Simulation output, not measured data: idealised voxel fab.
Process module, titled voxel ribs on slabs
Each square cell in cross-section cut measures 5 nm, and the section as a whole is 140 nm wide.
A cross-section in this document is a grid of square cells, and it is written down as bands, the top band listed before the ones below it; a band is made up of one or more rows of cells.
Band entry format. Leading values: height of top, height of bottom, nm. Remainder: materials in left-to-right order, each with its width in nm. Special words: "everywhere" on a single material, which then fills the band edge to edge; "blank", empty space.
Measure heights from 0. That's the level where, below it, the as-received wafer is all one material. The lowest band is bottomless and extends downward; write it as in "0..down".
With a width like "30..40", each row of cells in the band differs from the next by the same amount, the top row carrying the first number and the bottom row the second.
Reading "all unchanged" for a step: not a cell of the cross-section changed in it.
Empty spaces without an open route to the top, at least 8 cells in extent, make up the entry "Sealed internal cavities"; each is given as width x height at distance, where the distance is measured from the left edge, and all are in nm.
Heads up: the bit after the settings on a step's line is the simulator's remark on that step.
The line of a step may include "overlay nm". On a step with a mask, this value is how far to the right of its planned place the mask lay. A negative value means the mask lay to the left.

# plan
step 1: RECEIVE with material Si
step 2: DIRECTIONAL_DEP with material SiO2, thk nm 20
step 3: DIRECTIONAL_DEP with material SiN, thk nm 20
step 4: PATTERN with tone cover, mask id RIB, material resist, width nm 25, thk nm 15, overlay nm 0
step 5: DIRECTIONAL_ETCH with etch materials SiN, depth nm 15
step 6: STRIP with etch materials resist
step 7: MASKED_ETCH with tone cover, mask id SLAB, width nm 55, etch materials SiN, depth nm 5, overlay nm 0
step 8: FILL_DEP with material SiO2, thk nm 15
step 9: CMP with height nm 50
step 10: DIRECTIONAL_DEP with material TiN, thk nm 5
step 11: DIRECTIONAL_DEP with material aC, thk nm 15
step 12: PATTERN with tone cover, mask id HEATER, material resist, width nm 35, thk nm 35, overlay nm 0
step 13: DIRECTIONAL_ETCH with etch materials aC, depth nm 15
step 14: STRIP with etch materials resist
step 15: DIRECTIONAL_ETCH with etch materials TiN, depth nm 5
step 16: STRIP with etch materials aC
step 17: CONFORMAL_DEP with material SiN, thk nm 10

# Cross-section, incoming material, after step 1
    0..down = Si everywhere
    Sealed internal cavities: none

# Run as planned - first of the two wafers cross-sectioned at the end of the module
    65..60 = blank=40 / SiN=55 / blank=45
    60..55 = SiN everywhere
    55..50 = SiN=50 / TiN=35 / SiN=55
    50..40 = SiO2 everywhere
    40..25 = SiO2=55 / SiN=25 / SiO2=60
    25..20 = SiO2=40 / SiN=55 / SiO2=45
    20..0 = SiO2 everywhere
    0..down = Si everywhere
    Sealed internal cavities: none

# The second wafer, shown in cross-section after the module: started the same way as the first and given the same plan, yet one mistake crept into how it was run
    65..60 = blank=40 / SiN=55 / blank=45
    60..55 = SiN everywhere
    55..50 = SiN=50 / TiN=35 / SiN=55
    50..40 = SiO2 everywhere
    40..25 = SiO2=55 / SiN=30 / SiO2=55
    25..20 = SiO2=40 / SiN=55 / SiO2=45
    20..0 = SiO2 everywhere
    0..down = Si everywhere
    Sealed internal cavities: none
Misprocessing identified: step 4 did not use the planned setting and instead ran as PATTERN with tone cover, mask id RIB, material resist, width nm 30, thk nm 15, overlay nm 0
Upon completion, the second wafer contains, in terms of cells, a greater or smaller amount of certain materials than the first wafer: SiN +3 | SiO2 -3
